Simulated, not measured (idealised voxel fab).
Module name: voxel transistor to metal (process module)
For reference, the cross-section in this document is cut, with width 150 nm and square cells of 5 nm.
Cross-section layout: square cells on a grid; listed as bands, top to bottom; a band spans one or more cell rows. The band entry comprises the height of the band's top followed by the height of its bottom, expressed in nm, and subsequently the band's materials from left to right, each stated together with its width in nm. Where a single material is marked with the word "full width", that material fills the band from edge to edge. The word "blank" represents empty space. Height reference: 0 = level under which incoming wafer is all one material. Lowest band: no bottom, runs on downward, e.g. "top 0, no bottom". You'd read "30..40" like this: the band's top row of cells is as wide as the first number, its bottom row is as wide as the second, and going down, every row changes width by the same amount as the row before did. "all unchanged" for a step: no cell of the cross-section changed in that step. Closed empty spaces (no open way to the top) of 8 cells or more are what "Closed cavities" lists, each as width x height at distance from the left edge, nm for all three. Where a step's line continues beyond its settings, the continuation is a remark by the simulator itself on that step. Steps that use a mask can have "overlay nm" on their line. It says how far the mask sat to the right of where it was meant to be. Negative means to the left.
List of planned process steps:
1) RECEIVE | material Si
2) OXIDIZE | depth nm 5
3) CONFORMAL_DEP | material SiN | thk nm 15
4) PATTERN | tone cover | mask id ACTIVE | material resist | width nm 115 | thk nm 15 | overlay nm 0
5) DIRECTIONAL_ETCH | etch materials SiN | depth nm 15
6) DIRECTIONAL_ETCH | etch materials SiO2 | depth nm 5
7) DIRECTIONAL_ETCH | etch materials Si | depth nm 35
8) STRIP | etch materials resist
9) FILL_DEP | material SiO2 | thk nm 15
10) CMP | height nm 15
11) SELECTIVE_ETCH | etch materials SiO2 | depth nm 5
12) STRIP | etch materials SiN
13) SELECTIVE_ETCH | etch materials SiO2 | depth nm 5
14) OXIDIZE | depth nm 5
15) DIRECTIONAL_DEP | material polySi | thk nm 30
16) DIRECTIONAL_DEP | material SiCN | thk nm 15
17) DIRECTIONAL_DEP | material aC | thk nm 15
18) PATTERN | tone cover | mask id GATE | material resist | width nm 35 | thk nm 35 | overlay nm 0
19) DIRECTIONAL_ETCH | etch materials aC | depth nm 15
20) STRIP | etch materials resist
21) DIRECTIONAL_ETCH | etch materials SiCN | depth nm 25
22) DIRECTIONAL_ETCH | etch materials polySi | depth nm 40
23) STRIP | etch materials aC
24) CONFORMAL_DEP | material SiO2 | thk nm 5
25) DIRECTIONAL_ETCH | etch materials SiO2 | depth nm 5
26) CONFORMAL_DEP | material SiN | thk nm 5
27) DIRECTIONAL_ETCH | etch materials SiN | depth nm 5
28) DIRECTIONAL_ETCH | etch materials SiO2 | depth nm 5
29) DIRECTIONAL_ETCH | etch materials Si | depth nm 5
30) EPI | material nSi | thk nm 5
31) FILL_DEP | material SiO2 | thk nm 5
32) CMP | height nm 25
33) STRIP | etch materials polySi
34) SELECTIVE_ETCH | etch materials SiO2 | depth nm 5
35) CONFORMAL_DEP | material HfO2 | thk nm 5
36) CONFORMAL_DEP | material TiN | thk nm 5
37) FILL_DEP | material W | thk nm 5
38) CMP | height nm 20
39) DIRECTIONAL_DEP | material SiO2 | thk nm 10
40) MASKED_ETCH | tone open | mask id CONTACT | width nm 15 | pitch nm 90 | etch materials SiO2 | depth nm 40 | overlay nm 0
41) CONFORMAL_DEP | material TiN | thk nm 5
42) FILL_DEP | material W | thk nm 10
43) CMP | height nm 30
44) CONFORMAL_DEP | material SiCN | thk nm 5
45) DIRECTIONAL_DEP | material lowk | thk nm 15
46) PATTERN | tone open | mask id METAL_1 | material resist | width nm 15 | pitch nm 90 | thk nm 15 | overlay nm 0
47) DIRECTIONAL_ETCH | etch materials lowk | depth nm 15
48) DIRECTIONAL_ETCH | etch materials SiCN | depth nm 5
49) STRIP | etch materials resist
50) CONFORMAL_DEP | material TiN | thk nm 5
51) FILL_DEP | material W | thk nm 5
52) CMP | height nm 50
53) EPI | material Ru | thk nm 5
54) FILL_DEP | material SiCN | thk nm 5
55) DIRECTIONAL_DEP | material SiO2 | thk nm 30
56) DIRECTIONAL_DEP | material aC | thk nm 15
57) PATTERN | tone open | mask id METAL_2 | material resist | width nm 15 | pitch nm 90 | thk nm 35 | overlay nm 0
58) DIRECTIONAL_ETCH | etch materials aC | depth nm 15
59) STRIP | etch materials resist
60) DIRECTIONAL_ETCH | etch materials SiO2 | depth nm 15
61) STRIP | etch materials aC
62) MASKED_ETCH | tone open | mask id METAL_2_HOLES | width nm 15 | pitch nm 90 | etch materials SiO2 | depth nm 15 | overlay nm 0
63) MASKED_ETCH | tone open | mask id METAL_2_HOLES | width nm 15 | pitch nm 90 | etch materials SiCN | depth nm 5 | overlay nm 0
64) CONFORMAL_DEP | material TiN | thk nm 5
65) FILL_DEP | material Cu | thk nm 10
66) CMP | height nm 90
67) CONFORMAL_DEP | material SiCN | thk nm 5
Cross-section of the wafer upon arrival, representing the state reached after step 1:
    top 0, no bottom  Si full width
    Closed cavities: none
The first of two wafers, cross-sectioned at the end of the module, with the run proceeding as planned:
    top 95, bottom 90  SiCN full width
    top 90, bottom 60  SiO2 (20); TiN (5); Cu (5); TiN (5); SiO2 (75); TiN (5); Cu (5); TiN (5); SiO2 (25)
    top 60, bottom 55  SiCN (20); TiN (15); SiCN (75); TiN (15); SiCN (25)
    top 55, bottom 50  SiCN (15); Ru (25); SiCN (65); Ru (25); SiCN (20)
    top 50, bottom 35  lowk (20); TiN (5); W (5); TiN (5); lowk (75); TiN (5); W (5); TiN (5); lowk (25)
    top 35, bottom 30  SiCN (20); TiN (15); SiCN (75); TiN (15); SiCN (25)
    top 30, bottom 20  SiO2 (20); TiN (5); W (5); TiN (5); SiO2 (75); TiN (5); W (5); TiN (5); SiO2 (25)
    top 20, bottom 5  SiO2 (20); TiN (5); W (5); TiN (5); SiO2 (10); SiN (5); HfO2 (5); TiN (5); W (25); TiN (5); HfO2 (5); SiN (5); SiO2 (10); TiN (5); W (5); TiN (5); SiO2 (25)
    top 5, bottom 0  SiO2 (15); SiN (5); TiN (5); W (5); TiN (5); SiO2 (10); SiN (5); HfO2 (5); TiN (5); W (25); TiN (5); HfO2 (5); SiN (5); SiO2 (10); TiN (5); W (5); TiN (5); SiN (5); SiO2 (20)
    top 0, bottom -5  SiO2 (15); SiN (5); TiN (15); SiO2 (10); SiN (5); HfO2 (5); TiN (35); HfO2 (5); SiN (5); SiO2 (10); TiN (15); SiN (5); SiO2 (20)
    top -5, bottom -10  SiO2 (20); nSi (5); TiN (10); SiO2 (5); nSi (5); SiO2 (5); HfO2 (45); SiO2 (5); nSi (5); SiO2 (5); TiN (10); nSi (5); SiO2 (25)
    top -10, bottom -15  SiO2 (15); Si (5); nSi (25); Si (55); nSi (25); Si (5); SiO2 (20)
    top -15, bottom -40  SiO2 (15); Si (115); SiO2 (20)
    top -40, no bottom  Si full width
    Closed cavities: none
Wafer two cross-section, module end. Start and plan unchanged from wafer one; one mistake made during the run:
    top 95, bottom 90  SiCN full width
    top 90, bottom 60  SiO2 (20); TiN (5); Cu (5); TiN (5); SiO2 (75); TiN (5); Cu (5); TiN (5); SiO2 (25)
    top 60, bottom 55  SiCN (20); TiN (15); SiCN (75); TiN (15); SiCN (25)
    top 55, bottom 50  SiCN (15); Ru (25); SiCN (65); Ru (25); SiCN (20)
    top 50, bottom 35  lowk (20); TiN (5); W (5); TiN (5); lowk (75); TiN (5); W (5); TiN (5); lowk (25)
    top 35, bottom 30  SiCN (20); TiN (15); SiCN (75); TiN (15); SiCN (25)
    top 30, bottom 20  SiO2 (20); TiN (5); W (5); TiN (5); SiO2 (75); TiN (5); W (5); TiN (5); SiO2 (25)
    top 20, bottom 0  SiO2 (20); TiN (5); W (5); TiN (5); SiO2 (10); SiN (5); HfO2 (5); TiN (5); W (25); TiN (5); HfO2 (5); SiN (5); SiO2 (10); TiN (5); W (5); TiN (5); SiO2 (25)
    top 0, bottom -5  SiO2 (20); TiN (5); W (5); TiN (5); SiO2 (10); SiN (5); HfO2 (5); TiN (35); HfO2 (5); SiN (5); SiO2 (10); TiN (5); W (5); TiN (5); SiO2 (25)
    top -5, bottom -10  SiO2 (5); SiN (5); SiO2 (10); TiN (15); SiO2 (5); nSi (5); SiO2 (5); HfO2 (45); SiO2 (5); nSi (5); SiO2 (5); TiN (15); SiO2 (10); SiN (5); SiO2 (10)
    top -10, bottom -15  SiO2 (5); SiN (5); SiO2 (10); nSi (25); Si (55); nSi (25); SiO2 (10); SiN (5); SiO2 (10)
    top -15, bottom -20  SiO2 (20); Si (105); SiO2 (25)
    top -20, bottom -40  SiO2 (15); Si (115); SiO2 (20)
    top -40, no bottom  Si full width
    Closed cavities: none
What was the processing mistake? step 13 did not happen as planned, as run it was SELECTIVE_ETCH | etch materials SiO2 | depth nm 15
The second wafer ends with more or fewer cells of some materials than the first, per final count: Si: 4 fewer, SiO2: 4 more, W: 2 more, nSi: 2 fewer
